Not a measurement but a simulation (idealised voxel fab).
process module | voxel gate over fins
cross-section cut | 150 nm wide | cells 5 nm
A cross-section is a grid of square cells, given in bands from the top down. A band is one or more rows of cells.
Each band's line starts with the height of the band's top and of its bottom, in nm. Then come its materials from left to right, each with its width in nm. One material with "throughout" fills the band from edge to edge. "air" is empty space.
Height 0 is the level under which the wafer as received is all one material. The lowest band goes on downwards, as in "0 down".
A width such as "30 to 40" changes by the same amount from each row of cells to the next, from the band's top row to its bottom row.
"no change" after a step means that no cell of the cross-section changed.
closed voids: empty space of 8 cells or more with no open way to the top, each as width x height at its distance from the left edge, in nm
after a step's settings: what the simulator itself notes on the step
overlay nm, on a step with a mask: how far to the right of its planned place the mask lay; to the left if negative
plan
1 op RECEIVE | material Si
2 op CONFORMAL_DEP | material SiN | thk nm 10
3 op DIRECTIONAL_DEP | material aC | thk nm 15
4 op PATTERN | tone cover | mask id FINS | material resist | width nm 15 | pitch nm 35 | thk nm 35 | overlay nm 0
5 op DIRECTIONAL_ETCH | etch materials aC | depth nm 15
6 op STRIP | etch materials resist
7 op DIRECTIONAL_ETCH | etch materials SiN | depth nm 10
8 op DIRECTIONAL_ETCH | etch materials Si | depth nm 35
9 op STRIP | etch materials aC
10 op OXIDIZE | depth nm 5
11 op FILL_DEP | material SiO2 | thk nm 15
12 op CMP | height nm 10
13 op SELECTIVE_ETCH | etch materials SiO2 | depth nm 25
14 op STRIP | etch materials SiN
15 op CONFORMAL_DEP | material HfO2 | thk nm 5
16 op CONFORMAL_DEP | material TiN | thk nm 5
17 op FILL_DEP | material W | thk nm 10
18 op CMP | height nm 15
19 op CONFORMAL_DEP | material SiCN | thk nm 5
as received, after step 1
  0 down: Si throughout
  closed voids: none
first wafer at the end, as planned
  20 to 15: SiCN throughout
  15 to 10: W throughout
  10 to 5: W 45 | TiN 25 | W 10 | TiN 25 | W 45
  5 to 0: W 45 | TiN 5 | HfO2 15 | TiN 5 | W 10 | TiN 5 | HfO2 15 | TiN 5 | W 45
  0 to -5: W 45 | TiN 5 | HfO2 5 | Si 5 | HfO2 5 | TiN 5 | W 10 | TiN 5 | HfO2 5 | Si 5 | HfO2 5 | TiN 5 | W 45
  -5 to -10: TiN 50 | HfO2 5 | Si 5 | HfO2 5 | TiN 20 | HfO2 5 | Si 5 | HfO2 5 | TiN 50
  -10 to -15: HfO2 55 | Si 5 | HfO2 30 | Si 5 | HfO2 55
  -15 to -40: SiO2 55 | Si 5 | SiO2 30 | Si 5 | SiO2 55
  -40 down: Si throughout
  closed voids: none
second wafer at the end: like start, like plan, one mistake
  20 to 15: SiCN throughout
  15 to 10: W throughout
  10 to 5: W 35 | TiN 25 | W 10 | TiN 25 | W 55
  5 to 0: W 35 | TiN 5 | HfO2 15 | TiN 5 | W 10 | TiN 5 | HfO2 15 | TiN 5 | W 55
  0 to -5: W 35 | TiN 5 | HfO2 5 | Si 5 | HfO2 5 | TiN 5 | W 10 | TiN 5 | HfO2 5 | Si 5 | HfO2 5 | TiN 5 | W 55
  -5 to -10: TiN 40 | HfO2 5 | Si 5 | HfO2 5 | TiN 20 | HfO2 5 | Si 5 | HfO2 5 | TiN 60
  -10 to -15: HfO2 45 | Si 5 | HfO2 30 | Si 5 | HfO2 65
  -15 to -40: SiO2 45 | Si 5 | SiO2 30 | Si 5 | SiO2 65
  -40 down: Si throughout
  closed voids: none
what went wrong: step 4 ran as: op PATTERN | tone cover | mask id FINS | material resist | width nm 15 | pitch nm 35 | thk nm 35 | overlay nm -10
at the end the second wafer has, in cells: as many of each material as the first, in other places
